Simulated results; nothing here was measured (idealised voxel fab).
The process module that follows is named voxel ribs on slabs.
Cross-section cut spans 155 nm and uses square cells 5 nm in size.
If you're reading a cross-section in this doc, picture square cells in a grid; it comes to you as bands, top ones listed first down to the bottom, and a band can be one or more rows of cells.
It is stipulated that each band's entry specify, in nanometres, the height of the top of the band and then that of its bottom, followed by the materials of the band in left-to-right sequence, each together with its width in nanometres. A single material marked by the word "full width" is understood to fill the band from edge to edge; the word "empty" is understood to denote empty space.
Height datum 0, below which the as-received substrate wafer is one material. Lowest band open at the bottom, running downward: "from 0 down".
Graded width ("30..40"): value in top row of band = first number; value in bottom row = second number; row-to-row change constant.
Reading "nothing was modified" for a step: not a cell of the cross-section changed in it.
If an empty space has no open way to the top and is at least 8 cells in size, "Non-vented voids" lists it, written width x height at distance, where distance is measured from the left edge and every value is in nm.
after a step's settings: what the simulator itself notes on the step
When a step includes a mask, the "overlay nm" setting on its line states how far to the right of its planned place that mask lay, and negative values state how far to the left.

Plan:
1 op RECEIVE | material Si
2 op DIRECTIONAL_DEP | material SiO2 | thk nm 20
3 op DIRECTIONAL_DEP | material SiN | thk nm 20
4 op PATTERN | tone cover | mask id RIB | material resist | width nm 15 | thk nm 15 | overlay nm 0
5 op DIRECTIONAL_ETCH | etch materials SiN | depth nm 10
6 op STRIP | etch materials resist
7 op MASKED_ETCH | tone cover | mask id SLAB | width nm 75 | etch materials SiN | depth nm 10 | overlay nm 0
8 op FILL_DEP | material SiO2 | thk nm 25
9 op CMP | height nm 60
10 op DIRECTIONAL_DEP | material TiN | thk nm 5
11 op PATTERN | tone cover | mask id HEATER | material resist | width nm 25 | thk nm 20 | overlay nm 0
12 op DIRECTIONAL_ETCH | etch materials TiN | depth nm 5
13 op STRIP | etch materials resist
14 op CONFORMAL_DEP | material SiN | thk nm 10

Step 1 complete: cross-section of the wafer as received:
* from 0 down: Si full width
* Non-vented voids: none

Looking at the first of two wafers in cross-section at end of module - ran to plan:
* from 75 to 70: empty (55)  SiN (45)  empty (55)
* from 70 to 65: SiN full width
* from 65 to 60: SiN (65)  TiN (25)  SiN (65)
* from 60 to 40: SiO2 full width
* from 40 to 30: SiO2 (70)  SiN (15)  SiO2 (70)
* from 30 to 20: SiO2 (40)  SiN (75)  SiO2 (40)
* from 20 to 0: SiO2 full width
* from 0 down: Si full width
* Non-vented voids: none

Second wafer at the end: like start, like plan, one mistake:
* from 75 to 70: empty (55)  SiN (45)  empty (55)
* from 70 to 65: SiN full width
* from 65 to 60: SiN (65)  TiN (25)  SiN (65)
* from 60 to 40: SiO2 full width
* from 40 to 30: SiO2 (70)  SiN (15)  SiO2 (70)
* from 30 to 20: SiO2 (45)  SiN (70)  SiO2 (40)
* from 20 to 0: SiO2 full width
* from 0 down: Si full width
* Non-vented voids: none
The plan and the run diverged here: step 7 changed vs plan, executed as op MASKED_ETCH | tone cover | mask id SLAB | width nm 70 | etch materials SiN | depth nm 10 | overlay nm 0
Wrapping up, a cell-based count of both wafers puts the second over or under the first for these materials: SiN -2; SiO2 +2
